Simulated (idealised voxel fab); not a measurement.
process module | voxel self aligned vias
cross-section cut | 260 nm wide | cells 5 nm
A cross-section is a grid of square cells, given in bands from the top down. A band is one or more rows of cells.
Each band's line starts with the height of the band's top and of its bottom, in nm. Then come its materials from left to right, each with its width in nm. One material with "throughout" fills the band from edge to edge. "air" is empty space.
Height 0 is the level under which the wafer as received is all one material. The lowest band goes on downwards, as in "0 down".
A width such as "30 to 40" changes by the same amount from each row of cells to the next, from the band's top row to its bottom row.
"no change" after a step means that no cell of the cross-section changed.
closed voids: empty space of 8 cells or more with no open way to the top, each as width x height at its distance from the left edge, in nm
after a step's settings: what the simulator itself notes on the step
overlay nm, on a step with a mask: how far to the right of its planned place the mask lay; to the left if negative
plan
1 op RECEIVE | material Si
2 op CONFORMAL_DEP | material SiO2 | thk nm 10
3 op CONFORMAL_DEP | material SiCN | thk nm 5
4 op DIRECTIONAL_DEP | material lowk | thk nm 30
5 op MASKED_ETCH | tone open | mask id LINES | width nm 25 | pitch nm 60 | etch materials lowk | depth nm 30 | overlay nm 0
6 op CONFORMAL_DEP | material TiN | thk nm 5
7 op FILL_DEP | material Ru | thk nm 10
8 op CMP | height nm 45
9 op SELECTIVE_ETCH | etch materials W Ru TiN | depth nm 5
10 op FILL_DEP | material SiN | thk nm 5
11 op CMP | height nm 45
12 op DIRECTIONAL_DEP | material lowk | thk nm 15
13 op PATTERN | tone open | mask id VIAS | material resist | width nm 25 | pitch nm 60 | thk nm 15 | overlay nm 0
14 op DIRECTIONAL_ETCH | etch materials lowk | depth nm 15
15 op DIRECTIONAL_ETCH | etch materials SiN | depth nm 5
16 op STRIP | etch materials resist
17 op CONFORMAL_DEP | material TiN | thk nm 5
18 op FILL_DEP | material Cu | thk nm 10
19 op CMP | height nm 60
20 op CONFORMAL_DEP | material SiCN | thk nm 5
varied across the wafers: width nm of step 13. The plan shows the first wafer's value. All wafers start alike
first wafer as received, after step 1
  0 down: Si throughout
  closed voids: none
each wafer at the end: cells of each material gained (+) or lost (-) since it was received, then its closed voids
width nm 25 | +27 Cu | +36 Ru | +104 SiCN | +104 SiO2 | +72 TiN | +333 lowk | closed voids: none
width nm 30 | +33 Cu | +36 Ru | +104 SiCN | +104 SiO2 | +75 TiN | +324 lowk | closed voids: none
width nm 35 | +39 Cu | +36 Ru | +104 SiCN | +104 SiO2 | +78 TiN | +315 lowk | closed voids: none
width nm 40 | +45 Cu | +36 Ru | +104 SiCN | +104 SiO2 | +81 TiN | +306 lowk | closed voids: none
width nm 45 | +51 Cu | +36 Ru | +104 SiCN | +104 SiO2 | +84 TiN | +297 lowk | closed voids: none
